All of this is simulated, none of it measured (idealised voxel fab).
The process module that follows is named voxel transistor to metal.
Pictured: cross-section cut, 140 nm wide, on a grid of 5 nm square cells.
How to read a cross-section here: the picture is a grid of square cells, written as bands going from the top down, and any band can span one or more rows of cells.
First you get the band's top height and its bottom height, in nm, and then the materials it's made of, left to right, with each width in nm. If you see a single material with "throughout", that one covers the band edge to edge. "empty" is empty space.
Where do heights start? At 0: under that level the wafer as delivered is made of one material only. And the lowest band has no floor; it just carries on downward, as in "from 0 down".
Per-row width for "30->40": begins at first number (top row of band), ends at second number (bottom row), increment between rows held constant.
"changes: none" (step): cross-section cells unchanged, all of them.
In "Closed void inventory" the enclosed voids are listed, meaning empty spaces of 8 cells or larger without any opening to the top. The form is width x height at distance, distance from the left edge, units nm.
Where a step's line continues beyond its settings, the continuation is a remark by the simulator itself on that step.
The line of a step may include "overlay nm". On a step with a mask, this value is how far to the right of its planned place the mask lay. A negative value means the mask lay to the left.
The process steps that were planned are listed below
1,RECEIVE with material Si
2,OXIDIZE with depth nm 5
3,CONFORMAL_DEP with material SiN, thk nm 15
4,PATTERN with tone cover, mask id ACTIVE, material resist, width nm 100, thk nm 15, overlay nm 0
5,DIRECTIONAL_ETCH with etch materials SiN, depth nm 15
6,DIRECTIONAL_ETCH with etch materials SiO2, depth nm 5
7,DIRECTIONAL_ETCH with etch materials Si, depth nm 30
8,STRIP with etch materials resist
9,OXIDIZE with depth nm 5
10,FILL_DEP with material SiO2, thk nm 10
11,CMP with height nm 15
12,SELECTIVE_ETCH with etch materials SiO2, depth nm 5
13,STRIP with etch materials SiN
14,SELECTIVE_ETCH with etch materials SiO2, depth nm 5
15,OXIDIZE with depth nm 5
16,DIRECTIONAL_DEP with material polySi, thk nm 20
17,DIRECTIONAL_DEP with material SiCN, thk nm 15
18,DIRECTIONAL_DEP with material aC, thk nm 15
19,PATTERN with tone cover, mask id GATE, material resist, width nm 20, thk nm 35, overlay nm 0
20,DIRECTIONAL_ETCH with etch materials aC, depth nm 15
21,STRIP with etch materials resist
22,DIRECTIONAL_ETCH with etch materials SiCN, depth nm 25
23,DIRECTIONAL_ETCH with etch materials polySi, depth nm 30
24,STRIP with etch materials aC
25,CONFORMAL_DEP with material SiN, thk nm 10
26,DIRECTIONAL_ETCH with etch materials SiN, depth nm 10
27,DIRECTIONAL_ETCH with etch materials SiO2, depth nm 5
28,DIRECTIONAL_ETCH with etch materials Si, depth nm 15
29,EPI with material nSi, thk nm 15
30,FILL_DEP with material SiO2, thk nm 10
31,CMP with height nm 30
32,DIRECTIONAL_DEP with material SiO2, thk nm 10
33,DIRECTIONAL_DEP with material aC, thk nm 15
34,PATTERN with tone open, mask id CONTACT, material resist, width nm 25, pitch nm 55, thk nm 35, overlay nm 0
35,DIRECTIONAL_ETCH with etch materials aC, depth nm 15
36,STRIP with etch materials resist
37,DIRECTIONAL_ETCH with etch materials SiO2, depth nm 50
38,STRIP with etch materials aC
39,CONFORMAL_DEP with material TiN, thk nm 5
40,FILL_DEP with material W, thk nm 10
41,CMP with height nm 40
42,CONFORMAL_DEP with material SiN, thk nm 5
43,DIRECTIONAL_DEP with material SiO2, thk nm 25
44,MASKED_ETCH with tone open, mask id METAL_1, width nm 15, pitch nm 65, etch materials SiO2, depth nm 25, overlay nm 0
45,MASKED_ETCH with tone open, mask id METAL_1, width nm 15, pitch nm 65, etch materials SiN, depth nm 5, overlay nm 0
46,CONFORMAL_DEP with material TiN, thk nm 5
47,FILL_DEP with material Ru, thk nm 10
48,CMP with height nm 70
49,CONFORMAL_DEP with material SiCN, thk nm 5
50,DIRECTIONAL_DEP with material lowk, thk nm 25
51,PATTERN with tone open, mask id METAL_2, material resist, width nm 15, pitch nm 65, thk nm 15, overlay nm 0
52,DIRECTIONAL_ETCH with etch materials lowk, depth nm 15
53,STRIP with etch materials resist
54,PATTERN with tone open, mask id METAL_2_HOLES, material resist, width nm 15, pitch nm 65, thk nm 20, overlay nm 0
55,DIRECTIONAL_ETCH with etch materials lowk, depth nm 10
56,DIRECTIONAL_ETCH with etch materials SiCN, depth nm 5
57,STRIP with etch materials resist
58,CONFORMAL_DEP with material TiN, thk nm 5
59,FILL_DEP with material Cu, thk nm 10
60,CMP with height nm 100
61,CONFORMAL_DEP with material SiN, thk nm 5
First wafer, two in total, run as planned
Wafer at receipt (post step 1), cross-section
from 0 down | Si throughout
Closed void inventory: none
Upon completion of step 2, the wafer appears in cross-section as shown
from 0 to -5 | SiO2 throughout
Nothing below the height -5 has changed.
Upon completion of step 3, the wafer appears in cross-section as shown
from 15 to 0 | SiN throughout
Nothing below the height 0 has changed.
Upon completion of step 4, the wafer appears in cross-section as shown
from 30 to 15 | empty 20  resist 100  empty 20
Nothing below the height 15 has changed.
Upon completion of step 5, the wafer appears in cross-section as shown
from 30 to 15 | empty 20  resist 100  empty 20
from 15 to 0 | empty 20  SiN 100  empty 20
Nothing below the height 0 has changed.
Upon completion of step 6, the wafer appears in cross-section as shown
from 30 to 15 | empty 20  resist 100  empty 20
from 15 to 0 | empty 20  SiN 100  empty 20
from 0 to -5 | empty 20  SiO2 100  empty 20
Nothing below the height -5 has changed.
Upon completion of step 7, the wafer appears in cross-section as shown
from 30 to 15 | empty 20  resist 100  empty 20
from 15 to 0 | empty 20  SiN 100  empty 20
from 0 to -5 | empty 20  SiO2 100  empty 20
from -5 to -35 | empty 20  Si 100  empty 20
Nothing below the height -35 has changed.
Upon completion of step 8, the wafer appears in cross-section as shown
from 15 to 0 | empty 20  SiN 100  empty 20
Nothing below the height 0 has changed.
Upon completion of step 9, the wafer appears in cross-section as shown
from 15 to 0 | empty 20  SiN 100  empty 20
from 0 to -5 | empty 20  SiO2 100  empty 20
from -5 to -35 | empty 20  SiO2 5  Si 90  SiO2 5  empty 20
from -35 to -40 | SiO2 25  Si 90  SiO2 25
Nothing below the height -40 has changed.
Upon completion of step 10, the wafer appears in cross-section as shown
from 25 to 15 | SiO2 throughout
from 15 to 0 | SiO2 20  SiN 100  SiO2 20
from 0 to -5 | SiO2 throughout
from -5 to -40 | SiO2 25  Si 90  SiO2 25
Nothing below the height -40 has changed.
Upon completion of step 11, the wafer appears in cross-section as shown
from 15 to 0 | SiO2 20  SiN 100  SiO2 20
Nothing below the height 0 has changed.
Upon completion of step 12, the wafer appears in cross-section as shown
from 15 to 10 | empty 20  SiN 100  empty 20
Nothing below the height 10 has changed.
Upon completion of step 13, the wafer appears in cross-section as shown
from 10 to 0 | SiO2 20  empty 100  SiO2 20
Nothing below the height 0 has changed.
Upon completion of step 14, the wafer appears in cross-section as shown
from 5 to -5 | SiO2 15  empty 110  SiO2 15
Nothing below the height -5 has changed.
Upon completion of step 15, the wafer appears in cross-section as shown
from 5 to -5 | SiO2 15  empty 110  SiO2 15
from -5 to -10 | SiO2 throughout
Nothing below the height -10 has changed.
Upon completion of step 16, the wafer appears in cross-section as shown
from 25 to 15 | polySi 15  empty 110  polySi 15
from 15 to 5 | polySi throughout
from 5 to -5 | SiO2 15  polySi 110  SiO2 15
Nothing below the height -5 has changed.
Upon completion of step 17, the wafer appears in cross-section as shown
from 40 to 30 | SiCN 15  empty 110  SiCN 15
from 30 to 25 | SiCN throughout
from 25 to 15 | polySi 15  SiCN 110  polySi 15
Nothing below the height 15 has changed.
Upon completion of step 18, the wafer appears in cross-section as shown
from 55 to 45 | aC 15  empty 110  aC 15
from 45 to 40 | aC throughout
from 40 to 30 | SiCN 15  aC 110  SiCN 15
Nothing below the height 30 has changed.
Upon completion of step 19, the wafer appears in cross-section as shown
from 90 to 55 | empty 60  resist 20  empty 60
from 55 to 45 | aC 15  empty 45  resist 20  empty 45  aC 15
Nothing below the height 45 has changed.
Upon completion of step 20, the wafer appears in cross-section as shown
from 75 to 45 | empty 60  resist 20  empty 60
from 45 to 40 | empty 60  aC 20  empty 60
from 40 to 30 | SiCN 15  empty 45  aC 20  empty 45  SiCN 15
Nothing below the height 30 has changed.
Upon completion of step 21, the wafer appears in cross-section as shown
from 45 to 40 | empty 60  aC 20  empty 60
Nothing below the height 40 has changed.
Upon completion of step 22, the wafer appears in cross-section as shown
from 45 to 30 | empty 60  aC 20  empty 60
from 30 to 25 | empty 60  SiCN 20  empty 60
from 25 to 15 | polySi 15  empty 45  SiCN 20  empty 45  polySi 15
Nothing below the height 15 has changed.
Upon completion of step 23, the wafer appears in cross-section as shown
from 45 to 30 | empty 60  aC 20  empty 60
from 30 to 15 | empty 60  SiCN 20  empty 60
from 15 to 5 | empty 60  polySi 20  empty 60
from 5 to -5 | SiO2 15  empty 45  polySi 20  empty 45  SiO2 15
Nothing below the height -5 has changed.
Upon completion of step 24, the wafer appears in cross-section as shown
from 30 to 15 | empty 60  SiCN 20  empty 60
Nothing below the height 15 has changed.
Upon completion of step 25, the wafer appears in cross-section as shown
from 40 to 30 | empty 50  SiN 40  empty 50
from 30 to 15 | empty 50  SiN 10  SiCN 20  SiN 10  empty 50
from 15 to 5 | SiN 25  empty 25  SiN 10  polySi 20  SiN 10  empty 25  SiN 25
from 5 to -5 | SiO2 15  SiN 45  polySi 20  SiN 45  SiO2 15
Nothing below the height -5 has changed.
Upon completion of step 26, the wafer appears in cross-section as shown
from 30 to 15 | empty 50  SiN 10  SiCN 20  SiN 10  empty 50
from 15 to 5 | empty 50  SiN 10  polySi 20  SiN 10  empty 50
from 5 to -5 | SiO2 15  SiN 10  empty 25  SiN 10  polySi 20  SiN 10  empty 25  SiN 10  SiO2 15
Nothing below the height -5 has changed.
Upon completion of step 27, the wafer appears in cross-section as shown
from 30 to 15 | empty 50  SiN 10  SiCN 20  SiN 10  empty 50
from 15 to 5 | empty 50  SiN 10  polySi 20  SiN 10  empty 50
from 5 to 0 | empty 15  SiN 10  empty 25  SiN 10  polySi 20  SiN 10  empty 25  SiN 10  empty 15
from 0 to -5 | SiO2 15  SiN 10  empty 25  SiN 10  polySi 20  SiN 10  empty 25  SiN 10  SiO2 15
from -5 to -10 | SiO2 25  empty 25  SiO2 40  empty 25  SiO2 25
Nothing below the height -10 has changed.
Upon completion of step 28, the wafer appears in cross-section as shown
from 30 to 15 | empty 50  SiN 10  SiCN 20  SiN 10  empty 50
from 15 to 5 | empty 50  SiN 10  polySi 20  SiN 10  empty 50
from 5 to 0 | empty 15  SiN 10  empty 25  SiN 10  polySi 20  SiN 10  empty 25  SiN 10  empty 15
from 0 to -5 | SiO2 15  SiN 10  empty 25  SiN 10  polySi 20  SiN 10  empty 25  SiN 10  SiO2 15
from -5 to -10 | SiO2 25  empty 25  SiO2 40  empty 25  SiO2 25
from -10 to -25 | SiO2 25  empty 25  Si 40  empty 25  SiO2 25
Nothing below the height -25 has changed.
Upon completion of step 29, the wafer appears in cross-section as shown
from 30 to 15 | empty 50  SiN 10  SiCN 20  SiN 10  empty 50
from 15 to 5 | empty 50  SiN 10  polySi 20  SiN 10  empty 50
from 5 to 0 | empty 15  SiN 10  empty 10  nSi 15  SiN 10  polySi 20  SiN 10  nSi 15  empty 10  SiN 10  empty 15
from 0 to -5 | SiO2 15  SiN 10  empty 10  nSi 15  SiN 10  polySi 20  SiN 10  nSi 15  empty 10  SiN 10  SiO2 15
from -5 to -10 | SiO2 25  empty 10  nSi 15  SiO2 40  nSi 15  empty 10  SiO2 25
from -10 to -25 | SiO2 25  nSi 25  Si 40  nSi 25  SiO2 25
Nothing below the height -25 has changed.
Upon completion of step 30, the wafer appears in cross-section as shown
from 40 to 30 | SiO2 throughout
from 30 to 15 | SiO2 50  SiN 10  SiCN 20  SiN 10  SiO2 50
from 15 to 5 | SiO2 50  SiN 10  polySi 20  SiN 10  SiO2 50
from 5 to -5 | SiO2 15  SiN 10  SiO2 10  nSi 15  SiN 10  polySi 20  SiN 10  nSi 15  SiO2 10  SiN 10  SiO2 15
from -5 to -10 | SiO2 35  nSi 15  SiO2 40  nSi 15  SiO2 35
Nothing below the height -10 has changed.
Upon completion of step 31, the wafer appears in cross-section as shown
from 30 to 15 | SiO2 50  SiN 10  SiCN 20  SiN 10  SiO2 50
Nothing below the height 15 has changed.
Upon completion of step 32, the wafer appears in cross-section as shown
from 40 to 30 | SiO2 throughout
Nothing below the height 30 has changed.
Upon completion of step 33, the wafer appears in cross-section as shown
from 55 to 40 | aC throughout
Nothing below the height 40 has changed.
Upon completion of step 34, the wafer appears in cross-section as shown
from 90 to 55 | resist 30  empty 25  resist 30  empty 25  resist 30
Nothing below the height 55 has changed.
Upon completion of step 35, the wafer appears in cross-section as shown
from 75 to 55 | resist 30  empty 25  resist 30  empty 25  resist 30
from 55 to 40 | aC 30  empty 25  aC 30  empty 25  aC 30
Nothing below the height 40 has changed.
Upon completion of step 36, the wafer appears in cross-section as shown
from 55 to 40 | aC 30  empty 25  aC 30  empty 25  aC 30
Nothing below the height 40 has changed.
Upon completion of step 37, the wafer appears in cross-section as shown
from 55 to 40 | aC 30  empty 25  aC 30  empty 25  aC 30
from 40 to 30 | SiO2 30  empty 25  SiO2 30  empty 25  SiO2 30
from 30 to 15 | SiO2 30  empty 20  SiN 10  SiCN 20  SiN 10  empty 20  SiO2 30
from 15 to 5 | SiO2 30  empty 20  SiN 10  polySi 20  SiN 10  empty 20  SiO2 30
from 5 to -5 | SiO2 15  SiN 10  SiO2 5  empty 5  nSi 15  SiN 10  polySi 20  SiN 10  nSi 15  empty 5  SiO2 5  SiN 10  SiO2 15
from -5 to -10 | SiO2 30  empty 5  nSi 15  SiO2 40  nSi 15  empty 5  SiO2 30
Nothing below the height -10 has changed.
Upon completion of step 38, the wafer appears in cross-section as shown
from 40 to 30 | SiO2 30  empty 25  SiO2 30  empty 25  SiO2 30
Nothing below the height 30 has changed.
Upon completion of step 39, the wafer appears in cross-section as shown
from 45 to 40 | TiN 35  empty 15  TiN 40  empty 15  TiN 35
from 40 to 30 | SiO2 30  TiN 5  empty 15->10  TiN 5->10  SiO2 30  TiN 5->10  empty 15->10  TiN 5  SiO2 30
from 30 to 15 | SiO2 30  TiN 5  empty 10  TiN 5  SiN 10  SiCN 20  SiN 10  TiN 5  empty 10  TiN 5  SiO2 30
from 15 to 10 | SiO2 30  TiN 5  empty 10  TiN 5  SiN 10  polySi 20  SiN 10  TiN 5  empty 10  TiN 5  SiO2 30
from 10 to 5 | SiO2 30  TiN 20  SiN 10  polySi 20  SiN 10  TiN 20  SiO2 30
from 5 to -5 | SiO2 15  SiN 10  SiO2 5  TiN 5  nSi 15  SiN 10  polySi 20  SiN 10  nSi 15  TiN 5  SiO2 5  SiN 10  SiO2 15
from -5 to -10 | SiO2 30  TiN 5  nSi 15  SiO2 40  nSi 15  TiN 5  SiO2 30
Nothing below the height -10 has changed.
Upon completion of step 40, the wafer appears in cross-section as shown
from 55 to 45 | W throughout
from 45 to 40 | TiN 35  W 15  TiN 40  W 15  TiN 35
from 40 to 30 | SiO2 30  TiN 5  W 15->10  TiN 5->10  SiO2 30  TiN 5->10  W 15->10  TiN 5  SiO2 30
from 30 to 15 | SiO2 30  TiN 5  W 10  TiN 5  SiN 10  SiCN 20  SiN 10  TiN 5  W 10  TiN 5  SiO2 30
from 15 to 10 | SiO2 30  TiN 5  W 10  TiN 5  SiN 10  polySi 20  SiN 10  TiN 5  W 10  TiN 5  SiO2 30
Nothing below the height 10 has changed.
Upon completion of step 41, the wafer appears in cross-section as shown
from 40 to 30 | SiO2 30  TiN 5  W 15->10  TiN 5->10  SiO2 30  TiN 5->10  W 15->10  TiN 5  SiO2 30
Nothing below the height 30 has changed.
Upon completion of step 42, the wafer appears in cross-section as shown
from 45 to 40 | SiN throughout
Nothing below the height 40 has changed.
Upon completion of step 43, the wafer appears in cross-section as shown
from 70 to 45 | SiO2 throughout
Nothing below the height 45 has changed.
Upon completion of step 44, the wafer appears in cross-section as shown
from 70 to 45 | SiO2 30  empty 15  SiO2 50  empty 15  SiO2 30
Nothing below the height 45 has changed.
Upon completion of step 45, the wafer appears in cross-section as shown
from 70 to 45 | SiO2 30  empty 15  SiO2 50  empty 15  SiO2 30
from 45 to 40 | SiN 30  empty 15  SiN 50  empty 15  SiN 30
Nothing below the height 40 has changed.
Upon completion of step 46, the wafer appears in cross-section as shown
from 75 to 70 | TiN 35  empty 5  TiN 60  empty 5  TiN 35
from 70 to 45 | SiO2 30  TiN 5  empty 5  TiN 5  SiO2 50  TiN 5  empty 5  TiN 5  SiO2 30
from 45 to 40 | SiN 30  TiN 15  SiN 50  TiN 15  SiN 30
Nothing below the height 40 has changed.
Upon completion of step 47, the wafer appears in cross-section as shown
from 85 to 75 | Ru throughout
from 75 to 70 | TiN 35  Ru 5  TiN 60  Ru 5  TiN 35
from 70 to 45 | SiO2 30  TiN 5  Ru 5  TiN 5  SiO2 50  TiN 5  Ru 5  TiN 5  SiO2 30
Nothing below the height 45 has changed.
Upon completion of step 48, the wafer appears in cross-section as shown
from 70 to 45 | SiO2 30  TiN 5  Ru 5  TiN 5  SiO2 50  TiN 5  Ru 5  TiN 5  SiO2 30
Nothing below the height 45 has changed.
Upon completion of step 49, the wafer appears in cross-section as shown
from 75 to 70 | SiCN throughout
Nothing below the height 70 has changed.
Upon completion of step 50, the wafer appears in cross-section as shown
from 100 to 75 | lowk throughout
Nothing below the height 75 has changed.
Upon completion of step 51, the wafer appears in cross-section as shown
from 115 to 100 | resist 30  empty 15  resist 50  empty 15  resist 30
Nothing below the height 100 has changed.
Upon completion of step 52, the wafer appears in cross-section as shown
from 115 to 100 | resist 30  empty 15  resist 50  empty 15  resist 30
from 100 to 85 | lowk 30  empty 15  lowk 50  empty 15  lowk 30
Nothing below the height 85 has changed.
Upon completion of step 53, the wafer appears in cross-section as shown
from 100 to 85 | lowk 30  empty 15  lowk 50  empty 15  lowk 30
Nothing below the height 85 has changed.
Upon completion of step 54, the wafer appears in cross-section as shown
from 120 to 100 | resist 30  empty 15  resist 50  empty 15  resist 30
Nothing below the height 100 has changed.
Upon completion of step 55, the wafer appears in cross-section as shown
from 120 to 100 | resist 30  empty 15  resist 50  empty 15  resist 30
from 100 to 75 | lowk 30  empty 15  lowk 50  empty 15  lowk 30
Nothing below the height 75 has changed.
Upon completion of step 56, the wafer appears in cross-section as shown
from 120 to 100 | resist 30  empty 15  resist 50  empty 15  resist 30
from 100 to 75 | lowk 30  empty 15  lowk 50  empty 15  lowk 30
from 75 to 70 | SiCN 30  empty 15  SiCN 50  empty 15  SiCN 30
Nothing below the height 70 has changed.
Upon completion of step 57, the wafer appears in cross-section as shown
from 100 to 75 | lowk 30  empty 15  lowk 50  empty 15  lowk 30
Nothing below the height 75 has changed.
Upon completion of step 58, the wafer appears in cross-section as shown
from 105 to 100 | TiN 35  empty 5  TiN 60  empty 5  TiN 35
from 100 to 75 | lowk 30  TiN 5  empty 5  TiN 5  lowk 50  TiN 5  empty 5  TiN 5  lowk 30
from 75 to 70 | SiCN 30  TiN 15  SiCN 50  TiN 15  SiCN 30
Nothing below the height 70 has changed.
Upon completion of step 59, the wafer appears in cross-section as shown
from 115 to 105 | Cu throughout
from 105 to 100 | TiN 35  Cu 5  TiN 60  Cu 5  TiN 35
from 100 to 75 | lowk 30  TiN 5  Cu 5  TiN 5  lowk 50  TiN 5  Cu 5  TiN 5  lowk 30
Nothing below the height 75 has changed.
Upon completion of step 60, the wafer appears in cross-section as shown
from 100 to 75 | lowk 30  TiN 5  Cu 5  TiN 5  lowk 50  TiN 5  Cu 5  TiN 5  lowk 30
Nothing below the height 75 has changed.
Upon completion of step 61, the wafer appears in cross-section as shown
from 105 to 100 | SiN throughout
Nothing below the height 100 has changed.
Wafer two of two - same starting point, same process plan, one mistake in execution; matches wafer one up to and including step 49
X-section, second wafer, when step 50 was due to finish
from 125 to 75 | lowk throughout
Nothing below the height 75 has changed.
X-section, second wafer, when step 51 was due to finish
from 140 to 125 | resist 30  empty 15  resist 50  empty 15  resist 30
Nothing below the height 125 has changed.
X-section, second wafer, when step 52 was due to finish
from 140 to 125 | resist 30  empty 15  resist 50  empty 15  resist 30
from 125 to 110 | lowk 30  empty 15  lowk 50  empty 15  lowk 30
Nothing below the height 110 has changed.
X-section, second wafer, when step 53 was due to finish
from 125 to 110 | lowk 30  empty 15  lowk 50  empty 15  lowk 30
Nothing below the height 110 has changed.
X-section, second wafer, when step 54 was due to finish
from 145 to 125 | resist 30  empty 15  resist 50  empty 15  resist 30
Nothing below the height 125 has changed.
X-section, second wafer, when step 55 was due to finish
from 145 to 125 | resist 30  empty 15  resist 50  empty 15  resist 30
from 125 to 100 | lowk 30  empty 15  lowk 50  empty 15  lowk 30
Nothing below the height 100 has changed.
X-section, second wafer, when step 56 was due to finish: changes: none
X-section, second wafer, when step 57 was due to finish
from 125 to 100 | lowk 30  empty 15  lowk 50  empty 15  lowk 30
Nothing below the height 100 has changed.
X-section, second wafer, when step 58 was due to finish
from 130 to 125 | TiN 35  empty 5  TiN 60  empty 5  TiN 35
from 125 to 105 | lowk 30  TiN 5  empty 5  TiN 5  lowk 50  TiN 5  empty 5  TiN 5  lowk 30
from 105 to 100 | lowk 30  TiN 15  lowk 50  TiN 15  lowk 30
Nothing below the height 100 has changed.
X-section, second wafer, when step 59 was due to finish
from 140 to 130 | Cu throughout
from 130 to 125 | TiN 35  Cu 5  TiN 60  Cu 5  TiN 35
from 125 to 105 | lowk 30  TiN 5  Cu 5  TiN 5  lowk 50  TiN 5  Cu 5  TiN 5  lowk 30
Nothing below the height 105 has changed.
X-section, second wafer, when step 60 was due to finish
from 100 to 75 | lowk throughout
Nothing below the height 75 has changed.
X-section, second wafer, when step 61 was due to finish
from 105 to 100 | SiN throughout
Nothing below the height 100 has changed.
Which mistake was made when the wafer was run? step 50 from the plan got run twice
Heads up, by the end the second wafer has more or fewer cells of some materials compared to the first: Cu -10, SiCN +6, TiN -26, lowk +30
